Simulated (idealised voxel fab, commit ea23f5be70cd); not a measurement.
voxel trench capacitor: a process module
Cross-section cut spans 205 nm and uses square cells 5 nm in size.
This document writes a cross-section as a grid whose cells are square, and gives it as bands, listed from the top down; one or more rows of cells form a band.
First you get the band's top height and its bottom height, in nm, and then the materials it's made of, left to right, with each width in nm. If you see a single material with "all across", that one covers the band edge to edge. "empty" is empty space.
Height datum 0, below which the as-received substrate wafer is one material. Lowest band open at the bottom, running downward: "0 down".
Read "30..40" as a graded width: first number on top, second number at the bottom, same change between each pair of neighbouring rows.
Any step labelled "no alteration" changed none of the cells in the cross-section.
"Enclosed void listing" contains a list of empty spaces, each no smaller than 8 cells and without an open way to the top, written in the form width x height at distance with the distance from the left edge and all three in nm.
On each step's line, the part that comes after the settings is the simulator's own comment on the step.
What "overlay nm" on a step's line means: if the step has a mask, that mask lay this far to the right of its planned place, or, when the value is negative, to the left.
## Here's what the planned process steps look like
1,RECEIVE with material Si
2,CONFORMAL_DEP with material SiN, thk nm 5
3,DIRECTIONAL_DEP with material aC, thk nm 10
4,PATTERN with tone open, mask id TRENCH, material resist, width nm 20, pitch nm 50, thk nm 30, overlay nm 0
5,DIRECTIONAL_ETCH with etch materials aC, depth nm 10
6,STRIP with etch materials resist
7,DIRECTIONAL_ETCH with etch materials SiN, depth nm 5
8,DIRECTIONAL_ETCH with etch materials Si, depth nm 25
9,STRIP with etch materials aC
10,CONFORMAL_DEP with material Al2O3, thk nm 5
11,FILL_DEP with material polySi, thk nm 5
12,CMP with height nm 5
## The first of a set of two wafers, run to plan
## So this is the incoming wafer in cross-section - it's already been through step 1
- 0 down: Si all across
- Enclosed void listing: none
## Take a look at the wafer's cross-section after step 2
- 5 to 0: SiN all across
- Beneath the level 0, the cross-section is identical to its previous state.
## Take a look at the wafer's cross-section after step 3
- 15 to 5: aC all across
- Beneath the level 5, the cross-section is identical to its previous state.
## Take a look at the wafer's cross-section after step 4
- 45 to 15: resist=65, empty=20, resist=30, empty=20, resist=70
- Beneath the level 15, the cross-section is identical to its previous state.
## Take a look at the wafer's cross-section after step 5
- 35 to 15: resist=65, empty=20, resist=30, empty=20, resist=70
- 15 to 5: aC=65, empty=20, aC=30, empty=20, aC=70
- Beneath the level 5, the cross-section is identical to its previous state.
## Take a look at the wafer's cross-section after step 6
- 15 to 5: aC=65, empty=20, aC=30, empty=20, aC=70
- Beneath the level 5, the cross-section is identical to its previous state.
## Take a look at the wafer's cross-section after step 7
- 15 to 5: aC=65, empty=20, aC=30, empty=20, aC=70
- 5 to 0: SiN=65, empty=20, SiN=30, empty=20, SiN=70
- Beneath the level 0, the cross-section is identical to its previous state.
## Take a look at the wafer's cross-section after step 8
- 15 to 5: aC=65, empty=20, aC=30, empty=20, aC=70
- 5 to 0: SiN=65, empty=20, SiN=30, empty=20, SiN=70
- 0 to -25: Si=65, empty=20, Si=30, empty=20, Si=70
- Beneath the level -25, the cross-section is identical to its previous state.
## Take a look at the wafer's cross-section after step 9
- 5 to 0: SiN=65, empty=20, SiN=30, empty=20, SiN=70
- Beneath the level 0, the cross-section is identical to its previous state.
## Take a look at the wafer's cross-section after step 10
- 10 to 5: Al2O3=70, empty=10, Al2O3=40, empty=10, Al2O3=75
- 5 to 0: SiN=65, Al2O3=5, empty=10, Al2O3=5, SiN=30, Al2O3=5, empty=10, Al2O3=5, SiN=70
- 0 to -20: Si=65, Al2O3=5, empty=10, Al2O3=5, Si=30, Al2O3=5, empty=10, Al2O3=5, Si=70
- -20 to -25: Si=65, Al2O3=20, Si=30, Al2O3=20, Si=70
- Beneath the level -25, the cross-section is identical to its previous state.
## Take a look at the wafer's cross-section after step 11
- 15 to 10: polySi all across
- 10 to 5: Al2O3=70, polySi=10, Al2O3=40, polySi=10, Al2O3=75
- 5 to 0: SiN=65, Al2O3=5, polySi=10, Al2O3=5, SiN=30, Al2O3=5, polySi=10, Al2O3=5, SiN=70
- 0 to -20: Si=65, Al2O3=5, polySi=10, Al2O3=5, Si=30, Al2O3=5, polySi=10, Al2O3=5, Si=70
- Beneath the level -20, the cross-section is identical to its previous state.
## Take a look at the wafer's cross-section after step 12
- 5 to 0: SiN=65, Al2O3=5, polySi=10, Al2O3=5, SiN=30, Al2O3=5, polySi=10, Al2O3=5, SiN=70
- Beneath the level 0, the cross-section is identical to its previous state.
## The second wafer was prepared from the same starting point and under the same plan as the first; its processing contained one mistake, and it remains indistinguishable from the first wafer up to and including step 11
## Cross-sectional representation of the second wafer at the time designated in the plan for the completion of step 12
- -5 to -20: Si=65, Al2O3=5, polySi=10, Al2O3=5, Si=30, Al2O3=5, polySi=10, Al2O3=5, Si=70
- Beneath the level -20, the cross-section is identical to its previous state.
What broke from the plan during processing? for step 12, the planned setting was not used; the step was instead run as CMP with height nm -5
The second wafer ends with more or fewer cells of some materials than the first, per final count: Al2O3 -8 | Si -33 | SiN -33 | polySi -8
